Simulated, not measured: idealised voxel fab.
process module | voxel capacitor over wiring
cross-section cut | 205 nm wide | cells 5 nm
A cross-section is a grid of square cells, given in bands from the top down. A band is one or more rows of cells.
Each band's line starts with the height of the band's top and of its bottom, in nm. Then come its materials from left to right, each with its width in nm. One material with "throughout" fills the band from edge to edge. "air" is empty space.
Height 0 is the level under which the wafer as received is all one material. The lowest band goes on downwards, as in "0 down".
A width such as "30 to 40" changes by the same amount from each row of cells to the next, from the band's top row to its bottom row.
"no change" after a step means that no cell of the cross-section changed.
closed voids: empty space of 8 cells or more with no open way to the top, each as width x height at its distance from the left edge, in nm
after a step's settings: what the simulator itself notes on the step
overlay nm, on a step with a mask: how far to the right of its planned place the mask lay; to the left if negative
Each pair below shows a cross-section before one step and the cross-section after it, down to the lowest band that changed. The line under each pair gives the step between them, with its settings. The pairs can come from different runs of this module on the same starting wafer, so a pair continues from the pair above only where its "before" says so.
before
  0 down: Si throughout
  closed voids: none
after
  15 to 0: SiO2 throughout
  below 0: unchanged
  closed voids: none
the step between: op CONFORMAL_DEP | material SiO2 | thk nm 15
before: the cross-section after the pair above
after
  20 to 15: TiN throughout
  below 15: unchanged
  closed voids: none
the step between: op DIRECTIONAL_DEP | material TiN | thk nm 5
before: the cross-section after the pair above
after
  40 to 20: Ru throughout
  below 20: unchanged
  closed voids: none
the step between: op DIRECTIONAL_DEP | material Ru | thk nm 20
before: the cross-section after the pair above
after
  60 to 40: air 45 | resist 25 | air 65 | resist 25 | air 45
  below 40: unchanged
  closed voids: none
the step between: op PATTERN | tone cover | mask id METAL_1 | material resist | width nm 25 | pitch nm 90 | thk nm 20 | overlay nm 0
before: the cross-section after the pair above
after
  60 to 40: air 45 | resist 25 | air 65 | resist 25 | air 45
  40 to 20: air 45 | Ru 25 | air 65 | Ru 25 | air 45
  below 20: unchanged
  closed voids: none
the step between: op DIRECTIONAL_ETCH | etch materials Ru | depth nm 20
before: the cross-section after the pair above
after
  60 to 40: air 45 | resist 25 | air 65 | resist 25 | air 45
  40 to 20: air 45 | Ru 25 | air 65 | Ru 25 | air 45
  20 to 15: air 45 | TiN 25 | air 65 | TiN 25 | air 45
  below 15: unchanged
  closed voids: none
the step between: op DIRECTIONAL_ETCH | etch materials TiN | depth nm 5
before: the cross-section after the pair above
after
  40 to 20: air 45 | Ru 25 | air 65 | Ru 25 | air 45
  below 20: unchanged
  closed voids: none
the step between: op STRIP | etch materials resist
before: the cross-section after the pair above
after
  45 to 40: air 40 | SiCN 35 | air 55 | SiCN 35 | air 40
  40 to 20: air 40 | SiCN 5 | Ru 25 | SiCN 5 | air 55 | SiCN 5 | Ru 25 | SiCN 5 | air 40
  20 to 15: SiCN 45 | TiN 25 | SiCN 65 | TiN 25 | SiCN 45
  below 15: unchanged
  closed voids: none
the step between: op CONFORMAL_DEP | material SiCN | thk nm 5
before: the cross-section after the pair above
after
  50 to 45: lowk throughout
  45 to 40: lowk 40 | SiCN 35 | lowk 55 | SiCN 35 | lowk 40
  40 to 20: lowk 40 | SiCN 5 | Ru 25 | SiCN 5 | lowk 55 | SiCN 5 | Ru 25 | SiCN 5 | lowk 40
  below 20: unchanged
  closed voids: none
the step between: op FILL_DEP | material lowk | thk nm 5
before: the cross-section after the pair above
after
  40 to 20: lowk 40 | SiCN 5 | Ru 25 | SiCN 5 | lowk 55 | SiCN 5 | Ru 25 | SiCN 5 | lowk 40
  below 20: unchanged
  closed voids: none
the step between: op CMP | height nm 40
before: the cross-section after the pair above
after
  45 to 40: SiCN throughout
  below 40: unchanged
  closed voids: none
the step between: op CONFORMAL_DEP | material SiCN | thk nm 5
before: the cross-section after the pair above
after
  55 to 45: SiO2 throughout
  below 45: unchanged
  closed voids: none
the step between: op DIRECTIONAL_DEP | material SiO2 | thk nm 10
before: the cross-section after the pair above
after
  75 to 55: resist 55 | air 15 | resist 135
  below 55: unchanged
  closed voids: none
the step between: op PATTERN | tone open | mask id PLUG_1 | material resist | width nm 15 | thk nm 20 | overlay nm 0
before: the cross-section after the pair above
after
  75 to 55: resist 55 | air 15 | resist 135
  55 to 45: SiO2 55 | air 15 | SiO2 135
  below 45: unchanged
  closed voids: none
the step between: op DIRECTIONAL_ETCH | etch materials SiO2 | depth nm 10
before: the cross-section after the pair above
after
  75 to 55: resist 55 | air 15 | resist 135
  55 to 45: SiO2 55 | air 15 | SiO2 135
  45 to 40: SiCN 55 | air 15 | SiCN 135
  below 40: unchanged
  closed voids: none
the step between: op DIRECTIONAL_ETCH | etch materials SiCN | depth nm 5
before: the cross-section after the pair above
after
  55 to 45: SiO2 55 | air 15 | SiO2 135
  below 45: unchanged
  closed voids: none
the step between: op STRIP | etch materials resist
before: the cross-section after the pair above
after
  55 to 50: SiO2 55 | air 15 | SiO2 135
  50 to 45: SiO2 55 | Ru 15 | SiO2 135
  45 to 40: SiCN 55 | Ru 15 | SiCN 135
  below 40: unchanged
  closed voids: none
the step between: op EPI | material Ru | thk nm 10
before: the cross-section after the pair above
after
  55 to 45: SiO2 55 | Ru 15 | SiO2 135
  below 45: unchanged
  closed voids: none
the step between: op EPI | material Ru | thk nm 5
before: the cross-section after the pair above
after
  65 to 55: TiN throughout
  below 55: unchanged
  closed voids: none
the step between: op DIRECTIONAL_DEP | material TiN | thk nm 10
before: the cross-section after the pair above
after
  70 to 65: Al2O3 throughout
  below 65: unchanged
  closed voids: none
the step between: op DIRECTIONAL_DEP | material Al2O3 | thk nm 5
before: the cross-section after the pair above
after
  80 to 70: TiN throughout
  below 70: unchanged
  closed voids: none
the step between: op DIRECTIONAL_DEP | material TiN | thk nm 10
before: the cross-section after the pair above
after
  95 to 80: air 55 | resist 70 | air 80
  below 80: unchanged
  closed voids: none
the step between: op PATTERN | tone cover | mask id UPPER_PLATE | material resist | width nm 70 | thk nm 15 | overlay nm 0
before: the cross-section after the pair above
after
  95 to 80: air 55 | resist 70 | air 80
  80 to 70: air 55 | TiN 70 | air 80
  below 70: unchanged
  closed voids: none
the step between: op DIRECTIONAL_ETCH | etch materials TiN | depth nm 10
before: the cross-section after the pair above
after
  95 to 80: air 55 | resist 70 | air 80
  80 to 70: air 55 | TiN 70 | air 80
  70 to 65: air 55 | Al2O3 70 | air 80
  below 65: unchanged
  closed voids: none
the step between: op DIRECTIONAL_ETCH | etch materials Al2O3 | depth nm 5
before: the cross-section after the pair above
after
  80 to 70: air 55 | TiN 70 | air 80
  below 70: unchanged
  closed voids: none
the step between: op STRIP | etch materials resist
before: the cross-section after the pair above
after
  100 to 80: air 50 | resist 80 | air 75
  80 to 70: air 50 | resist 5 | TiN 70 | resist 5 | air 75
  70 to 65: air 50 | resist 5 | Al2O3 70 | resist 5 | air 75
  below 65: unchanged
  closed voids: none
the step between: op PATTERN | tone cover | mask id LOWER_PLATE | material resist | width nm 80 | thk nm 20 | overlay nm 0
before: the cross-section after the pair above
after
  100 to 80: air 50 | resist 80 | air 75
  80 to 70: air 50 | resist 5 | TiN 70 | resist 5 | air 75
  70 to 65: air 50 | resist 5 | Al2O3 70 | resist 5 | air 75
  65 to 55: air 50 | TiN 80 | air 75
  below 55: unchanged
  closed voids: none
the step between: op DIRECTIONAL_ETCH | etch materials TiN | depth nm 10
before: the cross-section after the pair above
after
  80 to 70: air 55 | TiN 70 | air 80
  70 to 65: air 55 | Al2O3 70 | air 80
  below 65: unchanged
  closed voids: none
the step between: op STRIP | etch materials resist
before: the cross-section after the pair above
after
  100 to 80: SiO2 throughout
  80 to 70: SiO2 55 | TiN 70 | SiO2 80
  70 to 65: SiO2 55 | Al2O3 70 | SiO2 80
  65 to 55: SiO2 50 | TiN 80 | SiO2 75
  below 55: unchanged
  closed voids: none
the step between: op FILL_DEP | material SiO2 | thk nm 20
before: the cross-section after the pair above
after
  95 to 80: SiO2 throughout
  below 80: unchanged
  closed voids: none
the step between: op CMP | height nm 95
before: the cross-section after the pair above
after
  110 to 95: aC throughout
  below 95: unchanged
  closed voids: none
the step between: op DIRECTIONAL_DEP | material aC | thk nm 15
before: the cross-section after the pair above
after
  140 to 110: resist 65 | air 15 | resist 125
  below 110: unchanged
  closed voids: none
the step between: op PATTERN | tone open | mask id PLUG_2 | material resist | width nm 15 | thk nm 30 | overlay nm 0
before: the cross-section after the pair above
after
  125 to 110: resist 65 | air 15 | resist 125
  110 to 95: aC 65 | air 15 | aC 125
  below 95: unchanged
  closed voids: none
the step between: op DIRECTIONAL_ETCH | etch materials aC | depth nm 15
before: the cross-section after the pair above
after
  110 to 95: aC 65 | air 15 | aC 125
  below 95: unchanged
  closed voids: none
the step between: op STRIP | etch materials resist
before: the cross-section after the pair above
after
  110 to 95: aC 65 | air 15 | aC 125
  95 to 80: SiO2 65 | air 15 | SiO2 125
  below 80: unchanged
  closed voids: none
the step between: op DIRECTIONAL_ETCH | etch materials SiO2 | depth nm 15
before: the cross-section after the pair above
after
  95 to 80: SiO2 65 | air 15 | SiO2 125
  below 80: unchanged
  closed voids: none
the step between: op STRIP | etch materials aC
before: the cross-section after the pair above
after
  100 to 95: TiN 70 | air 5 | TiN 130
  95 to 85: SiO2 65 | TiN 5 | air 5 | TiN 5 | SiO2 125
  85 to 80: SiO2 65 | TiN 15 | SiO2 125
  below 80: unchanged
  closed voids: none
the step between: op CONFORMAL_DEP | material TiN | thk nm 5
before: the cross-section after the pair above
after
  110 to 100: W throughout
  100 to 95: TiN 70 | W 5 | TiN 130
  95 to 85: SiO2 65 | TiN 5 | W 5 | TiN 5 | SiO2 125
  below 85: unchanged
  closed voids: none
the step between: op FILL_DEP | material W | thk nm 10
before: the cross-section after the pair above
after
  95 to 85: SiO2 65 | TiN 5 | W 5 | TiN 5 | SiO2 125
  below 85: unchanged
  closed voids: none
the step between: op CMP | height nm 95
before: the cross-section after the pair above
after
  100 to 95: SiCN throughout
  below 95: unchanged
  closed voids: none
the step between: op CONFORMAL_DEP | material SiCN | thk nm 5
before
  55 to 45: SiO2 55 | air 15 | SiO2 135
  45 to 40: SiCN 55 | air 15 | SiCN 135
  40 to 20: lowk 40 | SiCN 5 | Ru 25 | SiCN 5 | lowk 55 | SiCN 5 | Ru 25 | SiCN 5 | lowk 40
  20 to 15: SiCN 45 | TiN 25 | SiCN 65 | TiN 25 | SiCN 45
  15 to 0: SiO2 throughout
  0 down: Si throughout
  closed voids: none
after
  55 to 45: SiO2 55 | air 15 | SiO2 135
  45 to 40: SiCN 55 | Ru 15 | SiCN 135
  below 40: unchanged
  closed voids: none
the step between: op EPI | material Ru | thk nm 5
before: the cross-section after the pair above
after
  65 to 55: TiN 55 | air 15 | TiN 135
  55 to 45: SiO2 55 | TiN 15 | SiO2 135
  below 45: unchanged
  closed voids: none
the step between: op DIRECTIONAL_DEP | material TiN | thk nm 10
before: the cross-section after the pair above
after
  70 to 65: Al2O3 55 | air 15 | Al2O3 135
  65 to 60: TiN 55 | air 15 | TiN 135
  60 to 55: TiN 55 | Al2O3 15 | TiN 135
  below 55: unchanged
  closed voids: none
the step between: op DIRECTIONAL_DEP | material Al2O3 | thk nm 5
before: the cross-section after the pair above
after
  80 to 70: TiN 55 | air 15 | TiN 135
  70 to 65: Al2O3 55 | TiN 15 | Al2O3 135
  65 to 60: TiN throughout
  below 60: unchanged
  closed voids: none
the step between: op DIRECTIONAL_DEP | material TiN | thk nm 10
before: the cross-section after the pair above
after
  95 to 80: air 55 | resist 70 | air 80
  80 to 70: TiN 55 | resist 15 | TiN 135
  below 70: unchanged
  closed voids: none
the step between: op PATTERN | tone cover | mask id UPPER_PLATE | material resist | width nm 70 | thk nm 15 | overlay nm 0
before: the cross-section after the pair above
after
  95 to 80: air 55 | resist 70 | air 80
  80 to 70: air 55 | resist 15 | TiN 55 | air 80
  below 70: unchanged
  closed voids: none
the step between: op DIRECTIONAL_ETCH | etch materials TiN | depth nm 10
before: the cross-section after the pair above
after
  95 to 80: air 55 | resist 70 | air 80
  80 to 70: air 55 | resist 15 | TiN 55 | air 80
  70 to 65: air 55 | TiN 15 | Al2O3 55 | air 80
  below 65: unchanged
  closed voids: none
the step between: op DIRECTIONAL_ETCH | etch materials Al2O3 | depth nm 5
before: the cross-section after the pair above
after
  80 to 70: air 70 | TiN 55 | air 80
  below 70: unchanged
  closed voids: none
the step between: op STRIP | etch materials resist
before: the cross-section after the pair above
after
  100 to 80: air 50 | resist 80 | air 75
  80 to 70: air 50 | resist 20 | TiN 55 | resist 5 | air 75
  70 to 65: air 50 | resist 5 | TiN 15 | Al2O3 55 | resist 5 | air 75
  below 65: unchanged
  closed voids: none
the step between: op PATTERN | tone cover | mask id LOWER_PLATE | material resist | width nm 80 | thk nm 20 | overlay nm 0
before: the cross-section after the pair above
after
  100 to 80: air 50 | resist 80 | air 75
  80 to 70: air 50 | resist 20 | TiN 55 | resist 5 | air 75
  70 to 65: air 50 | resist 5 | TiN 15 | Al2O3 55 | resist 5 | air 75
  65 to 60: air 50 | TiN 80 | air 75
  60 to 55: air 50 | TiN 5 | Al2O3 15 | TiN 60 | air 75
  below 55: unchanged
  closed voids: none
the step between: op DIRECTIONAL_ETCH | etch materials TiN | depth nm 10
before: the cross-section after the pair above
after
  80 to 70: air 70 | TiN 55 | air 80
  70 to 65: air 55 | TiN 15 | Al2O3 55 | air 80
  below 65: unchanged
  closed voids: none
the step between: op STRIP | etch materials resist
before: the cross-section after the pair above
after
  100 to 80: SiO2 throughout
  80 to 70: SiO2 70 | TiN 55 | SiO2 80
  70 to 65: SiO2 55 | TiN 15 | Al2O3 55 | SiO2 80
  65 to 60: SiO2 50 | TiN 80 | SiO2 75
  60 to 55: SiO2 50 | TiN 5 | Al2O3 15 | TiN 60 | SiO2 75
  below 55: unchanged
  closed voids: none
the step between: op FILL_DEP | material SiO2 | thk nm 20
before: the cross-section after the pair above
after
  95 to 80: SiO2 throughout
  below 80: unchanged
  closed voids: none
the step between: op CMP | height nm 95
before: the cross-section after the pair above
after
  110 to 95: aC throughout
  below 95: unchanged
  closed voids: none
the step between: op DIRECTIONAL_DEP | material aC | thk nm 15
before: the cross-section after the pair above
after
  140 to 110: resist 65 | air 15 | resist 125
  below 110: unchanged
  closed voids: none
the step between: op PATTERN | tone open | mask id PLUG_2 | material resist | width nm 15 | thk nm 30 | overlay nm 0
before: the cross-section after the pair above
after
  125 to 110: resist 65 | air 15 | resist 125
  110 to 95: aC 65 | air 15 | aC 125
  below 95: unchanged
  closed voids: none
the step between: op DIRECTIONAL_ETCH | etch materials aC | depth nm 15
before: the cross-section after the pair above
after
  110 to 95: aC 65 | air 15 | aC 125
  below 95: unchanged
  closed voids: none
the step between: op STRIP | etch materials resist
before: the cross-section after the pair above
after
  110 to 95: aC 65 | air 15 | aC 125
  95 to 80: SiO2 65 | air 15 | SiO2 125
  below 80: unchanged
  closed voids: none
the step between: op DIRECTIONAL_ETCH | etch materials SiO2 | depth nm 15
before: the cross-section after the pair above
after
  95 to 80: SiO2 65 | air 15 | SiO2 125
  below 80: unchanged
  closed voids: none
the step between: op STRIP | etch materials aC
before: the cross-section after the pair above
after
  100 to 95: TiN 70 | air 5 | TiN 130
  95 to 85: SiO2 65 | TiN 5 | air 5 | TiN 5 | SiO2 125
  85 to 80: SiO2 65 | TiN 15 | SiO2 125
  below 80: unchanged
  closed voids: none
the step between: op CONFORMAL_DEP | material TiN | thk nm 5
before: the cross-section after the pair above
after
  110 to 100: W throughout
  100 to 95: TiN 70 | W 5 | TiN 130
  95 to 85: SiO2 65 | TiN 5 | W 5 | TiN 5 | SiO2 125
  below 85: unchanged
  closed voids: none
the step between: op FILL_DEP | material W | thk nm 10
before: the cross-section after the pair above
after
  95 to 85: SiO2 65 | TiN 5 | W 5 | TiN 5 | SiO2 125
  below 85: unchanged
  closed voids: none
the step between: op CMP | height nm 95
before: the cross-section after the pair above
after
  100 to 95: SiCN throughout
  below 95: unchanged
  closed voids: none
the step between: op CONFORMAL_DEP | material SiCN | thk nm 5
before
  15 to 0: SiO2 throughout
  0 down: Si throughout
  closed voids: none
after
  30 to 0: SiO2 throughout
  below 0: unchanged
  closed voids: none
the step between: op CONFORMAL_DEP | material SiO2 | thk nm 15
before: the cross-section after the pair above
after
  35 to 30: TiN throughout
  below 30: unchanged
  closed voids: none
the step between: op DIRECTIONAL_DEP | material TiN | thk nm 5
before: the cross-section after the pair above
after
  55 to 35: Ru throughout
  below 35: unchanged
  closed voids: none
the step between: op DIRECTIONAL_DEP | material Ru | thk nm 20
before: the cross-section after the pair above
after
  75 to 55: air 45 | resist 25 | air 65 | resist 25 | air 45
  below 55: unchanged
  closed voids: none
the step between: op PATTERN | tone cover | mask id METAL_1 | material resist | width nm 25 | pitch nm 90 | thk nm 20 | overlay nm 0
before: the cross-section after the pair above
after
  75 to 55: air 45 | resist 25 | air 65 | resist 25 | air 45
  55 to 35: air 45 | Ru 25 | air 65 | Ru 25 | air 45
  below 35: unchanged
  closed voids: none
the step between: op DIRECTIONAL_ETCH | etch materials Ru | depth nm 20
before: the cross-section after the pair above
after
  75 to 55: air 45 | resist 25 | air 65 | resist 25 | air 45
  55 to 35: air 45 | Ru 25 | air 65 | Ru 25 | air 45
  35 to 30: air 45 | TiN 25 | air 65 | TiN 25 | air 45
  below 30: unchanged
  closed voids: none
the step between: op DIRECTIONAL_ETCH | etch materials TiN | depth nm 5
before: the cross-section after the pair above
after
  55 to 35: air 45 | Ru 25 | air 65 | Ru 25 | air 45
  below 35: unchanged
  closed voids: none
the step between: op STRIP | etch materials resist
before: the cross-section after the pair above
after
  60 to 55: air 40 | SiCN 35 | air 55 | SiCN 35 | air 40
  55 to 35: air 40 | SiCN 5 | Ru 25 | SiCN 5 | air 55 | SiCN 5 | Ru 25 | SiCN 5 | air 40
  35 to 30: SiCN 45 | TiN 25 | SiCN 65 | TiN 25 | SiCN 45
  below 30: unchanged
  closed voids: none
the step between: op CONFORMAL_DEP | material SiCN | thk nm 5
before: the cross-section after the pair above
after
  65 to 60: lowk throughout
  60 to 55: lowk 40 | SiCN 35 | lowk 55 | SiCN 35 | lowk 40
  55 to 35: lowk 40 | SiCN 5 | Ru 25 | SiCN 5 | lowk 55 | SiCN 5 | Ru 25 | SiCN 5 | lowk 40
  below 35: unchanged
  closed voids: none
the step between: op FILL_DEP | material lowk | thk nm 5
before: the cross-section after the pair above
after
  40 to 35: lowk 40 | SiCN 5 | Ru 25 | SiCN 5 | lowk 55 | SiCN 5 | Ru 25 | SiCN 5 | lowk 40
  below 35: unchanged
  closed voids: none
the step between: op CMP | height nm 40
before: the cross-section after the pair above
after
  45 to 40: SiCN throughout
  below 40: unchanged
  closed voids: none
the step between: op CONFORMAL_DEP | material SiCN | thk nm 5
before: the cross-section after the pair above
after
  55 to 45: SiO2 throughout
  below 45: unchanged
  closed voids: none
the step between: op DIRECTIONAL_DEP | material SiO2 | thk nm 10
before: the cross-section after the pair above
after
  75 to 55: resist 55 | air 15 | resist 135
  below 55: unchanged
  closed voids: none
the step between: op PATTERN | tone open | mask id PLUG_1 | material resist | width nm 15 | thk nm 20 | overlay nm 0
before: the cross-section after the pair above
after
  75 to 55: resist 55 | air 15 | resist 135
  55 to 45: SiO2 55 | air 15 | SiO2 135
  below 45: unchanged
  closed voids: none
the step between: op DIRECTIONAL_ETCH | etch materials SiO2 | depth nm 10
before: the cross-section after the pair above
after
  75 to 55: resist 55 | air 15 | resist 135
  55 to 45: SiO2 55 | air 15 | SiO2 135
  45 to 40: SiCN 55 | air 15 | SiCN 135
  below 40: unchanged
  closed voids: none
the step between: op DIRECTIONAL_ETCH | etch materials SiCN | depth nm 5
before: the cross-section after the pair above
after
  55 to 45: SiO2 55 | air 15 | SiO2 135
  below 45: unchanged
  closed voids: none
the step between: op STRIP | etch materials resist
before: the cross-section after the pair above
after
  55 to 50: SiO2 55 | air 15 | SiO2 135
  50 to 45: SiO2 55 | Ru 15 | SiO2 135
  45 to 40: SiCN 55 | Ru 15 | SiCN 135
  below 40: unchanged
  closed voids: none
the step between: op EPI | material Ru | thk nm 10
before: the cross-section after the pair above
after
  55 to 45: SiO2 55 | Ru 15 | SiO2 135
  below 45: unchanged
  closed voids: none
the step between: op EPI | material Ru | thk nm 5
before: the cross-section after the pair above
after
  65 to 55: TiN throughout
  below 55: unchanged
  closed voids: none
the step between: op DIRECTIONAL_DEP | material TiN | thk nm 10
before: the cross-section after the pair above
after
  70 to 65: Al2O3 throughout
  below 65: unchanged
  closed voids: none
the step between: op DIRECTIONAL_DEP | material Al2O3 | thk nm 5
before: the cross-section after the pair above
after
  80 to 70: TiN throughout
  below 70: unchanged
  closed voids: none
the step between: op DIRECTIONAL_DEP | material TiN | thk nm 10
before: the cross-section after the pair above
after
  95 to 80: air 55 | resist 70 | air 80
  below 80: unchanged
  closed voids: none
the step between: op PATTERN | tone cover | mask id UPPER_PLATE | material resist | width nm 70 | thk nm 15 | overlay nm 0
before: the cross-section after the pair above
after
  95 to 80: air 55 | resist 70 | air 80
  80 to 70: air 55 | TiN 70 | air 80
  below 70: unchanged
  closed voids: none
the step between: op DIRECTIONAL_ETCH | etch materials TiN | depth nm 10
before: the cross-section after the pair above
after
  95 to 80: air 55 | resist 70 | air 80
  80 to 70: air 55 | TiN 70 | air 80
  70 to 65: air 55 | Al2O3 70 | air 80
  below 65: unchanged
  closed voids: none
the step between: op DIRECTIONAL_ETCH | etch materials Al2O3 | depth nm 5
before: the cross-section after the pair above
after
  80 to 70: air 55 | TiN 70 | air 80
  below 70: unchanged
  closed voids: none
the step between: op STRIP | etch materials resist
before: the cross-section after the pair above
after
  100 to 80: air 50 | resist 80 | air 75
  80 to 70: air 50 | resist 5 | TiN 70 | resist 5 | air 75
  70 to 65: air 50 | resist 5 | Al2O3 70 | resist 5 | air 75
  below 65: unchanged
  closed voids: none
the step between: op PATTERN | tone cover | mask id LOWER_PLATE | material resist | width nm 80 | thk nm 20 | overlay nm 0
before: the cross-section after the pair above
after
  100 to 80: air 50 | resist 80 | air 75
  80 to 70: air 50 | resist 5 | TiN 70 | resist 5 | air 75
  70 to 65: air 50 | resist 5 | Al2O3 70 | resist 5 | air 75
  65 to 55: air 50 | TiN 80 | air 75
  below 55: unchanged
  closed voids: none
the step between: op DIRECTIONAL_ETCH | etch materials TiN | depth nm 10
before: the cross-section after the pair above
after
  80 to 70: air 55 | TiN 70 | air 80
  70 to 65: air 55 | Al2O3 70 | air 80
  below 65: unchanged
  closed voids: none
the step between: op STRIP | etch materials resist
before: the cross-section after the pair above
after
  100 to 80: SiO2 throughout
  80 to 70: SiO2 55 | TiN 70 | SiO2 80
  70 to 65: SiO2 55 | Al2O3 70 | SiO2 80
  65 to 55: SiO2 50 | TiN 80 | SiO2 75
  below 55: unchanged
  closed voids: none
the step between: op FILL_DEP | material SiO2 | thk nm 20
before: the cross-section after the pair above
after
  95 to 80: SiO2 throughout
  below 80: unchanged
  closed voids: none
the step between: op CMP | height nm 95
before: the cross-section after the pair above
after
  110 to 95: aC throughout
  below 95: unchanged
  closed voids: none
the step between: op DIRECTIONAL_DEP | material aC | thk nm 15
before: the cross-section after the pair above
after
  140 to 110: resist 65 | air 15 | resist 125
  below 110: unchanged
  closed voids: none
the step between: op PATTERN | tone open | mask id PLUG_2 | material resist | width nm 15 | thk nm 30 | overlay nm 0
before: the cross-section after the pair above
after
  125 to 110: resist 65 | air 15 | resist 125
  110 to 95: aC 65 | air 15 | aC 125
  below 95: unchanged
  closed voids: none
the step between: op DIRECTIONAL_ETCH | etch materials aC | depth nm 15
before: the cross-section after the pair above
after
  110 to 95: aC 65 | air 15 | aC 125
  below 95: unchanged
  closed voids: none
the step between: op STRIP | etch materials resist
before: the cross-section after the pair above
after
  110 to 95: aC 65 | air 15 | aC 125
  95 to 80: SiO2 65 | air 15 | SiO2 125
  below 80: unchanged
  closed voids: none
the step between: op DIRECTIONAL_ETCH | etch materials SiO2 | depth nm 15
before: the cross-section after the pair above
after
  95 to 80: SiO2 65 | air 15 | SiO2 125
  below 80: unchanged
  closed voids: none
the step between: op STRIP | etch materials aC
before: the cross-section after the pair above
after
  100 to 95: TiN 70 | air 5 | TiN 130
  95 to 85: SiO2 65 | TiN 5 | air 5 | TiN 5 | SiO2 125
  85 to 80: SiO2 65 | TiN 15 | SiO2 125
  below 80: unchanged
  closed voids: none
the step between: op CONFORMAL_DEP | material TiN | thk nm 5
before: the cross-section after the pair above
after
  110 to 100: W throughout
  100 to 95: TiN 70 | W 5 | TiN 130
  95 to 85: SiO2 65 | TiN 5 | W 5 | TiN 5 | SiO2 125
  below 85: unchanged
  closed voids: none
the step between: op FILL_DEP | material W | thk nm 10
before: the cross-section after the pair above
after
  95 to 85: SiO2 65 | TiN 5 | W 5 | TiN 5 | SiO2 125
  below 85: unchanged
  closed voids: none
the step between: op CMP | height nm 95
before: the cross-section after the pair above
after
  100 to 95: SiCN throughout
  below 95: unchanged
  closed voids: none
the step between: op CONFORMAL_DEP | material SiCN | thk nm 5
before
  55 to 45: SiO2 55 | Ru 15 | SiO2 135
  45 to 40: SiCN 55 | Ru 15 | SiCN 135
  40 to 20: lowk 40 | SiCN 5 | Ru 25 | SiCN 5 | lowk 55 | SiCN 5 | Ru 25 | SiCN 5 | lowk 40
  20 to 15: SiCN 45 | TiN 25 | SiCN 65 | TiN 25 | SiCN 45
  15 to 0: SiO2 throughout
  0 down: Si throughout
  closed voids: none
after
  60 to 55: Al2O3 throughout
  below 55: unchanged
  closed voids: none
the step between: op DIRECTIONAL_DEP | material Al2O3 | thk nm 5
before: the cross-section after the pair above
after
  70 to 60: TiN throughout
  below 60: unchanged
  closed voids: none
the step between: op DIRECTIONAL_DEP | material TiN | thk nm 10
before: the cross-section after the pair above
after
  80 to 60: TiN throughout
  below 60: unchanged
  closed voids: none
the step between: op DIRECTIONAL_DEP | material TiN | thk nm 10
before: the cross-section after the pair above
after
  95 to 80: air 55 | resist 70 | air 80
  below 80: unchanged
  closed voids: none
the step between: op PATTERN | tone cover | mask id UPPER_PLATE | material resist | width nm 70 | thk nm 15 | overlay nm 0
before: the cross-section after the pair above
after
  95 to 80: air 55 | resist 70 | air 80
  80 to 70: air 55 | TiN 70 | air 80
  below 70: unchanged
  closed voids: none
the step between: op DIRECTIONAL_ETCH | etch materials TiN | depth nm 10
before: the cross-section after the pair above
after
  80 to 70: air 55 | TiN 70 | air 80
  below 70: unchanged
  closed voids: none
the step between: op STRIP | etch materials resist
before: the cross-section after the pair above
after
  100 to 80: air 50 | resist 80 | air 75
  80 to 70: air 50 | resist 5 | TiN 70 | resist 5 | air 75
  below 70: unchanged
  closed voids: none
the step between: op PATTERN | tone cover | mask id LOWER_PLATE | material resist | width nm 80 | thk nm 20 | overlay nm 0
before: the cross-section after the pair above
after
  100 to 80: air 50 | resist 80 | air 75
  80 to 70: air 50 | resist 5 | TiN 70 | resist 5 | air 75
  70 to 60: air 50 | TiN 80 | air 75
  below 60: unchanged
  closed voids: none
the step between: op DIRECTIONAL_ETCH | etch materials TiN | depth nm 10
before: the cross-section after the pair above
after
  80 to 70: air 55 | TiN 70 | air 80
  below 70: unchanged
  closed voids: none
the step between: op STRIP | etch materials resist
before: the cross-section after the pair above
after
  100 to 80: SiO2 throughout
  80 to 70: SiO2 55 | TiN 70 | SiO2 80
  70 to 60: SiO2 50 | TiN 80 | SiO2 75
  below 60: unchanged
  closed voids: none
the step between: op FILL_DEP | material SiO2 | thk nm 20
before: the cross-section after the pair above
after
  95 to 80: SiO2 throughout
  below 80: unchanged
  closed voids: none
the step between: op CMP | height nm 95
before: the cross-section after the pair above
after
  110 to 95: aC throughout
  below 95: unchanged
  closed voids: none
the step between: op DIRECTIONAL_DEP | material aC | thk nm 15
before: the cross-section after the pair above
after
  140 to 110: resist 65 | air 15 | resist 125
  below 110: unchanged
  closed voids: none
the step between: op PATTERN | tone open | mask id PLUG_2 | material resist | width nm 15 | thk nm 30 | overlay nm 0
before: the cross-section after the pair above
after
  125 to 110: resist 65 | air 15 | resist 125
  110 to 95: aC 65 | air 15 | aC 125
  below 95: unchanged
  closed voids: none
the step between: op DIRECTIONAL_ETCH | etch materials aC | depth nm 15
before: the cross-section after the pair above
after
  110 to 95: aC 65 | air 15 | aC 125
  below 95: unchanged
  closed voids: none
the step between: op STRIP | etch materials resist
before: the cross-section after the pair above
after
  110 to 95: aC 65 | air 15 | aC 125
  95 to 80: SiO2 65 | air 15 | SiO2 125
  below 80: unchanged
  closed voids: none
the step between: op DIRECTIONAL_ETCH | etch materials SiO2 | depth nm 15
before: the cross-section after the pair above
after
  95 to 80: SiO2 65 | air 15 | SiO2 125
  below 80: unchanged
  closed voids: none
the step between: op STRIP | etch materials aC
before: the cross-section after the pair above
after
  100 to 95: TiN 70 | air 5 | TiN 130
  95 to 85: SiO2 65 | TiN 5 | air 5 | TiN 5 | SiO2 125
  85 to 80: SiO2 65 | TiN 15 | SiO2 125
  below 80: unchanged
  closed voids: none
the step between: op CONFORMAL_DEP | material TiN | thk nm 5
before: the cross-section after the pair above
after
  110 to 100: W throughout
  100 to 95: TiN 70 | W 5 | TiN 130
  95 to 85: SiO2 65 | TiN 5 | W 5 | TiN 5 | SiO2 125
  below 85: unchanged
  closed voids: none
the step between: op FILL_DEP | material W | thk nm 10
before: the cross-section after the pair above
after
  95 to 85: SiO2 65 | TiN 5 | W 5 | TiN 5 | SiO2 125
  below 85: unchanged
  closed voids: none
the step between: op CMP | height nm 95
before: the cross-section after the pair above
after
  100 to 95: SiCN throughout
  below 95: unchanged
  closed voids: none
the step between: op CONFORMAL_DEP | material SiCN | thk nm 5
before
  40 to 20: lowk 40 | SiCN 5 | Ru 25 | SiCN 5 | lowk 55 | SiCN 5 | Ru 25 | SiCN 5 | lowk 40
  20 to 15: SiCN 45 | TiN 25 | SiCN 65 | TiN 25 | SiCN 45
  15 to 0: SiO2 throughout
  0 down: Si throughout
  closed voids: none
after
  55 to 40: SiCN throughout
  below 40: unchanged
  closed voids: none
the step between: op CONFORMAL_DEP | material SiCN | thk nm 15
before: the cross-section after the pair above
after
  65 to 55: SiO2 throughout
  below 55: unchanged
  closed voids: none
the step between: op DIRECTIONAL_DEP | material SiO2 | thk nm 10
before: the cross-section after the pair above
after
  85 to 65: resist 55 | air 15 | resist 135
  below 65: unchanged
  closed voids: none
the step between: op PATTERN | tone open | mask id PLUG_1 | material resist | width nm 15 | thk nm 20 | overlay nm 0
